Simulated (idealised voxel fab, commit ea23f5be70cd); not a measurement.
process module | voxel air gaps
cross-section cut | 215 nm wide | cells 5 nm
A cross-section is a grid of square cells, given in bands from the top down. A band is one or more rows of cells.
Each band's line starts with the height of the band's top and of its bottom, in nm. Then come its materials from left to right, each with its width in nm. One material with "throughout" fills the band from edge to edge. "air" is empty space.
Height 0 is the level under which the wafer as received is all one material. The lowest band goes on downwards, as in "0 down".
A width such as "30 to 40" changes by the same amount from each row of cells to the next, from the band's top row to its bottom row.
"no change" after a step means that no cell of the cross-section changed.
closed voids: empty space of 8 cells or more with no open way to the top, each as width x height at its distance from the left edge, in nm
after a step's settings: what the simulator itself notes on the step
overlay nm, on a step with a mask: how far to the right of its planned place the mask lay; to the left if negative
plan
1 op RECEIVE | material Si
2 op CONFORMAL_DEP | material SiO2 | thk nm 10
3 op CONFORMAL_DEP | material SiCN | thk nm 5
4 op DIRECTIONAL_DEP | material lowk | thk nm 35
5 op MASKED_ETCH | tone open | mask id LINES | width nm 20 | pitch nm 50 | etch materials lowk | depth nm 35 | overlay nm 0
6 op CONFORMAL_DEP | material TiN | thk nm 5
7 op FILL_DEP | material Ru | thk nm 10
8 op CMP | height nm 50
9 op EPI | material Ru | thk nm 10
10 op SELECTIVE_ETCH | etch materials lowk | depth nm 45
11 op CONFORMAL_DEP | material SiCN | thk nm 5
as received, after step 1
  0 down: Si throughout
  closed voids: none
a wafer at the end: this start, this plan, one mistake
  65 to 60: SiCN throughout
  60 to 50: Ru throughout
  50 to 20: Ru 15 | TiN 5 | lowk 20 | TiN 5 | Ru 20 | TiN 5 | lowk 20 | TiN 5 | Ru 20 | TiN 5 | lowk 20 | TiN 5 | Ru 20 | TiN 5 | lowk 20 | TiN 5 | Ru 20
  20 to 15: TiN 20 | lowk 20 | TiN 30 | lowk 20 | TiN 30 | lowk 20 | TiN 30 | lowk 20 | TiN 25
  15 to 10: SiCN throughout
  10 to 0: SiO2 throughout
  0 down: Si throughout
  closed voids: none
what went wrong: step 5 ran as: op MASKED_ETCH | tone cover | mask id LINES | width nm 20 | pitch nm 50 | etch materials lowk | depth nm 35 | overlay nm 0
